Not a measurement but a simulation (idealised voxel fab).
The following is a process module called voxel capacitor over wiring.
Section cut is 170 nm wide and gridded with 5 nm square cells.
A cross-section is written here as square cells arranged in a grid, and it is given in bands from the top down, each band taking up one or more rows of cells.
In this notation a band is specified by the heights of its top and bottom, in that order and in nm, after which its materials appear from left to right, each paired with its width in nm. The word "everywhere" attached to a single material means that material fills the band from edge to edge; the word "air" stands for empty space.
Where do heights start? At 0: under that level the wafer as delivered is made of one material only. And the lowest band has no floor; it just carries on downward, as in "top 0, no bottom".
Width: "30->40" (first number = top row, second number = bottom row, same change from row to row of cells).
The designation "identical to before", where it is given for a processing step, indicates that no cell of the cross-section was altered in the course of that step.
Any empty space of 8 cells or more lacking an open way to the top shows up in "Encapsulated voids" as width x height at distance, distance from the left edge, in nm.
On a step's line, text after the settings is the simulator commenting on that step.
overlay nm: mask offset rightward from planned place, masked step; negative means leftward offset.

Steps planned for the process:
- 1: op RECEIVE | material Si
- 2: op CONFORMAL_DEP | material SiO2 | thk nm 10
- 3: op DIRECTIONAL_DEP | material TiN | thk nm 5
- 4: op DIRECTIONAL_DEP | material Ru | thk nm 15
- 5: op MASKED_ETCH | tone cover | mask id METAL_1 | width nm 20 | pitch nm 80 | etch materials Ru | depth nm 15 | overlay nm 0
- 6: op MASKED_ETCH | tone cover | mask id METAL_1 | width nm 20 | pitch nm 80 | etch materials TiN | depth nm 5 | overlay nm 0
- 7: op FILL_DEP | material SiO2 | thk nm 5
- 8: op CMP | height nm 30
- 9: op CONFORMAL_DEP | material SiCN | thk nm 5
- 10: op DIRECTIONAL_DEP | material SiO2 | thk nm 10
- 11: op DIRECTIONAL_DEP | material aC | thk nm 10
- 12: op PATTERN | tone open | mask id PLUG_1 | material resist | width nm 15 | thk nm 25 | overlay nm 0
- 13: op DIRECTIONAL_ETCH | etch materials aC | depth nm 10
- 14: op STRIP | etch materials resist
- 15: op DIRECTIONAL_ETCH | etch materials SiO2 | depth nm 10
- 16: op DIRECTIONAL_ETCH | etch materials SiCN | depth nm 5
- 17: op STRIP | etch materials aC
- 18: op CONFORMAL_DEP | material TiN | thk nm 5
- 19: op FILL_DEP | material Cu | thk nm 5
- 20: op CMP | height nm 45
- 21: op DIRECTIONAL_DEP | material TiN | thk nm 10
- 22: op DIRECTIONAL_DEP | material Al2O3 | thk nm 5
- 23: op DIRECTIONAL_DEP | material TiN | thk nm 10
- 24: op MASKED_ETCH | tone cover | mask id UPPER_PLATE | width nm 65 | etch materials TiN | depth nm 10 | overlay nm 0
- 25: op MASKED_ETCH | tone cover | mask id UPPER_PLATE | width nm 65 | etch materials Al2O3 | depth nm 5 | overlay nm 0
- 26: op PATTERN | tone cover | mask id LOWER_PLATE | material resist | width nm 75 | thk nm 20 | overlay nm 0
- 27: op DIRECTIONAL_ETCH | etch materials TiN | depth nm 10
- 28: op STRIP | etch materials resist
- 29: op FILL_DEP | material SiO2 | thk nm 15
- 30: op CMP | height nm 80
- 31: op PATTERN | tone open | mask id PLUG_2 | material resist | width nm 15 | thk nm 20 | overlay nm 0
- 32: op DIRECTIONAL_ETCH | etch materials SiO2 | depth nm 10
- 33: op STRIP | etch materials resist
- 34: op CONFORMAL_DEP | material TiN | thk nm 5
- 35: op FILL_DEP | material Ru | thk nm 10
- 36: op CMP | height nm 80
- 37: op CONFORMAL_DEP | material SiN | thk nm 5

first wafer, as planned:

Wafer cross-section on receipt, i.e. after step 1:
	top 0, no bottom  Si everywhere
	Encapsulated voids: none

After step 2, in cross-section:
	top 10, bottom 0  SiO2 everywhere
	below 0: unchanged

After step 3, in cross-section:
	top 15, bottom 10  TiN everywhere
	below 10: unchanged

After step 4, in cross-section:
	top 30, bottom 15  Ru everywhere
	below 15: unchanged

After step 5, in cross-section:
	top 30, bottom 15  air 35 nm; Ru 20 nm; air 60 nm; Ru 20 nm; air 35 nm
	below 15: unchanged

After step 6, in cross-section:
	top 30, bottom 15  air 35 nm; Ru 20 nm; air 60 nm; Ru 20 nm; air 35 nm
	top 15, bottom 10  air 35 nm; TiN 20 nm; air 60 nm; TiN 20 nm; air 35 nm
	below 10: unchanged

After step 7, in cross-section:
	top 35, bottom 30  SiO2 everywhere
	top 30, bottom 15  SiO2 35 nm; Ru 20 nm; SiO2 60 nm; Ru 20 nm; SiO2 35 nm
	top 15, bottom 10  SiO2 35 nm; TiN 20 nm; SiO2 60 nm; TiN 20 nm; SiO2 35 nm
	below 10: unchanged

After step 8, in cross-section:
	top 30, bottom 15  SiO2 35 nm; Ru 20 nm; SiO2 60 nm; Ru 20 nm; SiO2 35 nm
	below 15: unchanged

After step 9, in cross-section:
	top 35, bottom 30  SiCN everywhere
	below 30: unchanged

After step 10, in cross-section:
	top 45, bottom 35  SiO2 everywhere
	below 35: unchanged

After step 11, in cross-section:
	top 55, bottom 45  aC everywhere
	below 45: unchanged

After step 12, in cross-section:
	top 80, bottom 55  resist 40 nm; air 15 nm; resist 115 nm
	below 55: unchanged

After step 13, in cross-section:
	top 70, bottom 55  resist 40 nm; air 15 nm; resist 115 nm
	top 55, bottom 45  aC 40 nm; air 15 nm; aC 115 nm
	below 45: unchanged

After step 14, in cross-section:
	top 55, bottom 45  aC 40 nm; air 15 nm; aC 115 nm
	below 45: unchanged

After step 15, in cross-section:
	top 55, bottom 45  aC 40 nm; air 15 nm; aC 115 nm
	top 45, bottom 35  SiO2 40 nm; air 15 nm; SiO2 115 nm
	below 35: unchanged

After step 16, in cross-section:
	top 55, bottom 45  aC 40 nm; air 15 nm; aC 115 nm
	top 45, bottom 35  SiO2 40 nm; air 15 nm; SiO2 115 nm
	top 35, bottom 30  SiCN 40 nm; air 15 nm; SiCN 115 nm
	below 30: unchanged

After step 17, in cross-section:
	top 45, bottom 35  SiO2 40 nm; air 15 nm; SiO2 115 nm
	below 35: unchanged

After step 18, in cross-section:
	top 50, bottom 45  TiN 45 nm; air 5 nm; TiN 120 nm
	top 45, bottom 35  SiO2 40 nm; TiN 5 nm; air 5 nm; TiN 5 nm; SiO2 115 nm
	top 35, bottom 30  SiCN 40 nm; TiN 15 nm; SiCN 115 nm
	below 30: unchanged

After step 19, in cross-section:
	top 55, bottom 50  Cu everywhere
	top 50, bottom 45  TiN 45 nm; Cu 5 nm; TiN 120 nm
	top 45, bottom 35  SiO2 40 nm; TiN 5 nm; Cu 5 nm; TiN 5 nm; SiO2 115 nm
	below 35: unchanged

After step 20, in cross-section:
	top 45, bottom 35  SiO2 40 nm; TiN 5 nm; Cu 5 nm; TiN 5 nm; SiO2 115 nm
	below 35: unchanged

After step 21, in cross-section:
	top 55, bottom 45  TiN everywhere
	below 45: unchanged

After step 22, in cross-section:
	top 60, bottom 55  Al2O3 everywhere
	below 55: unchanged

After step 23, in cross-section:
	top 70, bottom 60  TiN everywhere
	below 60: unchanged

After step 24, in cross-section:
	top 70, bottom 60  air 40 nm; TiN 65 nm; air 65 nm
	below 60: unchanged

After step 25, in cross-section:
	top 70, bottom 60  air 40 nm; TiN 65 nm; air 65 nm
	top 60, bottom 55  air 40 nm; Al2O3 65 nm; air 65 nm
	below 55: unchanged

After step 26, in cross-section:
	top 90, bottom 70  air 35 nm; resist 75 nm; air 60 nm
	top 70, bottom 60  air 35 nm; resist 5 nm; TiN 65 nm; resist 5 nm; air 60 nm
	top 60, bottom 55  air 35 nm; resist 5 nm; Al2O3 65 nm; resist 5 nm; air 60 nm
	below 55: unchanged

After step 27, in cross-section:
	top 90, bottom 70  air 35 nm; resist 75 nm; air 60 nm
	top 70, bottom 60  air 35 nm; resist 5 nm; TiN 65 nm; resist 5 nm; air 60 nm
	top 60, bottom 55  air 35 nm; resist 5 nm; Al2O3 65 nm; resist 5 nm; air 60 nm
	top 55, bottom 45  air 35 nm; TiN 75 nm; air 60 nm
	below 45: unchanged

After step 28, in cross-section:
	top 70, bottom 60  air 40 nm; TiN 65 nm; air 65 nm
	top 60, bottom 55  air 40 nm; Al2O3 65 nm; air 65 nm
	below 55: unchanged

After step 29, in cross-section:
	top 85, bottom 70  SiO2 everywhere
	top 70, bottom 60  SiO2 40 nm; TiN 65 nm; SiO2 65 nm
	top 60, bottom 55  SiO2 40 nm; Al2O3 65 nm; SiO2 65 nm
	top 55, bottom 45  SiO2 35 nm; TiN 75 nm; SiO2 60 nm
	below 45: unchanged

After step 30, in cross-section:
	top 80, bottom 70  SiO2 everywhere
	below 70: unchanged

After step 31, in cross-section:
	top 100, bottom 80  resist 50 nm; air 15 nm; resist 105 nm
	below 80: unchanged

After step 32, in cross-section:
	top 100, bottom 80  resist 50 nm; air 15 nm; resist 105 nm
	top 80, bottom 70  SiO2 50 nm; air 15 nm; SiO2 105 nm
	below 70: unchanged

After step 33, in cross-section:
	top 80, bottom 70  SiO2 50 nm; air 15 nm; SiO2 105 nm
	below 70: unchanged

After step 34, in cross-section:
	top 85, bottom 80  TiN 55 nm; air 5 nm; TiN 110 nm
	top 80, bottom 75  SiO2 50 nm; TiN 5 nm; air 5 nm; TiN 5 nm; SiO2 105 nm
	top 75, bottom 70  SiO2 50 nm; TiN 15 nm; SiO2 105 nm
	below 70: unchanged

After step 35, in cross-section:
	top 95, bottom 85  Ru everywhere
	top 85, bottom 80  TiN 55 nm; Ru 5 nm; TiN 110 nm
	top 80, bottom 75  SiO2 50 nm; TiN 5 nm; Ru 5 nm; TiN 5 nm; SiO2 105 nm
	below 75: unchanged

After step 36, in cross-section:
	top 80, bottom 75  SiO2 50 nm; TiN 5 nm; Ru 5 nm; TiN 5 nm; SiO2 105 nm
	below 75: unchanged

After step 37, in cross-section:
	top 85, bottom 80  SiN everywhere
	below 80: unchanged

Wafer two. Identical start, identical plan. One mistake in execution. Identical history through step 1:

when step 2 should have ended:
	top 10, bottom 0  Cu everywhere
	below 0: unchanged

when step 3 should have ended:
	top 15, bottom 10  TiN everywhere
	below 10: unchanged

when step 4 should have ended:
	top 30, bottom 15  Ru everywhere
	below 15: unchanged

when step 5 should have ended:
	top 30, bottom 15  air 35 nm; Ru 20 nm; air 60 nm; Ru 20 nm; air 35 nm
	below 15: unchanged

when step 6 should have ended:
	top 30, bottom 15  air 35 nm; Ru 20 nm; air 60 nm; Ru 20 nm; air 35 nm
	top 15, bottom 10  air 35 nm; TiN 20 nm; air 60 nm; TiN 20 nm; air 35 nm
	below 10: unchanged

when step 7 should have ended:
	top 35, bottom 30  SiO2 everywhere
	top 30, bottom 15  SiO2 35 nm; Ru 20 nm; SiO2 60 nm; Ru 20 nm; SiO2 35 nm
	top 15, bottom 10  SiO2 35 nm; TiN 20 nm; SiO2 60 nm; TiN 20 nm; SiO2 35 nm
	below 10: unchanged

when step 8 should have ended:
	top 30, bottom 15  SiO2 35 nm; Ru 20 nm; SiO2 60 nm; Ru 20 nm; SiO2 35 nm
	below 15: unchanged

when step 9 should have ended:
	top 35, bottom 30  SiCN everywhere
	below 30: unchanged

when step 10 should have ended:
	top 45, bottom 35  SiO2 everywhere
	below 35: unchanged

when step 11 should have ended:
	top 55, bottom 45  aC everywhere
	below 45: unchanged

when step 12 should have ended:
	top 80, bottom 55  resist 40 nm; air 15 nm; resist 115 nm
	below 55: unchanged

when step 13 should have ended:
	top 70, bottom 55  resist 40 nm; air 15 nm; resist 115 nm
	top 55, bottom 45  aC 40 nm; air 15 nm; aC 115 nm
	below 45: unchanged

when step 14 should have ended:
	top 55, bottom 45  aC 40 nm; air 15 nm; aC 115 nm
	below 45: unchanged

when step 15 should have ended:
	top 55, bottom 45  aC 40 nm; air 15 nm; aC 115 nm
	top 45, bottom 35  SiO2 40 nm; air 15 nm; SiO2 115 nm
	below 35: unchanged

when step 16 should have ended:
	top 55, bottom 45  aC 40 nm; air 15 nm; aC 115 nm
	top 45, bottom 35  SiO2 40 nm; air 15 nm; SiO2 115 nm
	top 35, bottom 30  SiCN 40 nm; air 15 nm; SiCN 115 nm
	below 30: unchanged

when step 17 should have ended:
	top 45, bottom 35  SiO2 40 nm; air 15 nm; SiO2 115 nm
	below 35: unchanged

when step 18 should have ended:
	top 50, bottom 45  TiN 45 nm; air 5 nm; TiN 120 nm
	top 45, bottom 35  SiO2 40 nm; TiN 5 nm; air 5 nm; TiN 5 nm; SiO2 115 nm
	top 35, bottom 30  SiCN 40 nm; TiN 15 nm; SiCN 115 nm
	below 30: unchanged

when step 19 should have ended:
	top 55, bottom 50  Cu everywhere
	top 50, bottom 45  TiN 45 nm; Cu 5 nm; TiN 120 nm
	top 45, bottom 35  SiO2 40 nm; TiN 5 nm; Cu 5 nm; TiN 5 nm; SiO2 115 nm
	below 35: unchanged

when step 20 should have ended:
	top 45, bottom 35  SiO2 40 nm; TiN 5 nm; Cu 5 nm; TiN 5 nm; SiO2 115 nm
	below 35: unchanged

when step 21 should have ended:
	top 55, bottom 45  TiN everywhere
	below 45: unchanged

when step 22 should have ended:
	top 60, bottom 55  Al2O3 everywhere
	below 55: unchanged

when step 23 should have ended:
	top 70, bottom 60  TiN everywhere
	below 60: unchanged

when step 24 should have ended:
	top 70, bottom 60  air 40 nm; TiN 65 nm; air 65 nm
	below 60: unchanged

when step 25 should have ended:
	top 70, bottom 60  air 40 nm; TiN 65 nm; air 65 nm
	top 60, bottom 55  air 40 nm; Al2O3 65 nm; air 65 nm
	below 55: unchanged

when step 26 should have ended:
	top 90, bottom 70  air 35 nm; resist 75 nm; air 60 nm
	top 70, bottom 60  air 35 nm; resist 5 nm; TiN 65 nm; resist 5 nm; air 60 nm
	top 60, bottom 55  air 35 nm; resist 5 nm; Al2O3 65 nm; resist 5 nm; air 60 nm
	below 55: unchanged

when step 27 should have ended:
	top 90, bottom 70  air 35 nm; resist 75 nm; air 60 nm
	top 70, bottom 60  air 35 nm; resist 5 nm; TiN 65 nm; resist 5 nm; air 60 nm
	top 60, bottom 55  air 35 nm; resist 5 nm; Al2O3 65 nm; resist 5 nm; air 60 nm
	top 55, bottom 45  air 35 nm; TiN 75 nm; air 60 nm
	below 45: unchanged

when step 28 should have ended:
	top 70, bottom 60  air 40 nm; TiN 65 nm; air 65 nm
	top 60, bottom 55  air 40 nm; Al2O3 65 nm; air 65 nm
	below 55: unchanged

when step 29 should have ended:
	top 85, bottom 70  SiO2 everywhere
	top 70, bottom 60  SiO2 40 nm; TiN 65 nm; SiO2 65 nm
	top 60, bottom 55  SiO2 40 nm; Al2O3 65 nm; SiO2 65 nm
	top 55, bottom 45  SiO2 35 nm; TiN 75 nm; SiO2 60 nm
	below 45: unchanged

when step 30 should have ended:
	top 80, bottom 70  SiO2 everywhere
	below 70: unchanged

when step 31 should have ended:
	top 100, bottom 80  resist 50 nm; air 15 nm; resist 105 nm
	below 80: unchanged

when step 32 should have ended:
	top 100, bottom 80  resist 50 nm; air 15 nm; resist 105 nm
	top 80, bottom 70  SiO2 50 nm; air 15 nm; SiO2 105 nm
	below 70: unchanged

when step 33 should have ended:
	top 80, bottom 70  SiO2 50 nm; air 15 nm; SiO2 105 nm
	below 70: unchanged

when step 34 should have ended:
	top 85, bottom 80  TiN 55 nm; air 5 nm; TiN 110 nm
	top 80, bottom 75  SiO2 50 nm; TiN 5 nm; air 5 nm; TiN 5 nm; SiO2 105 nm
	top 75, bottom 70  SiO2 50 nm; TiN 15 nm; SiO2 105 nm
	below 70: unchanged

when step 35 should have ended:
	top 95, bottom 85  Ru everywhere
	top 85, bottom 80  TiN 55 nm; Ru 5 nm; TiN 110 nm
	top 80, bottom 75  SiO2 50 nm; TiN 5 nm; Ru 5 nm; TiN 5 nm; SiO2 105 nm
	below 75: unchanged

when step 36 should have ended:
	top 80, bottom 75  SiO2 50 nm; TiN 5 nm; Ru 5 nm; TiN 5 nm; SiO2 105 nm
	below 75: unchanged

when step 37 should have ended:
	top 85, bottom 80  SiN everywhere
	below 80: unchanged
Deviation from plan: planned and actual differ for step 2; actual: op CONFORMAL_DEP | material Cu | thk nm 10
Counted in cells at the end, the second wafer holds more or fewer of these materials than the first: Cu: 68 more; SiO2: 68 fewer
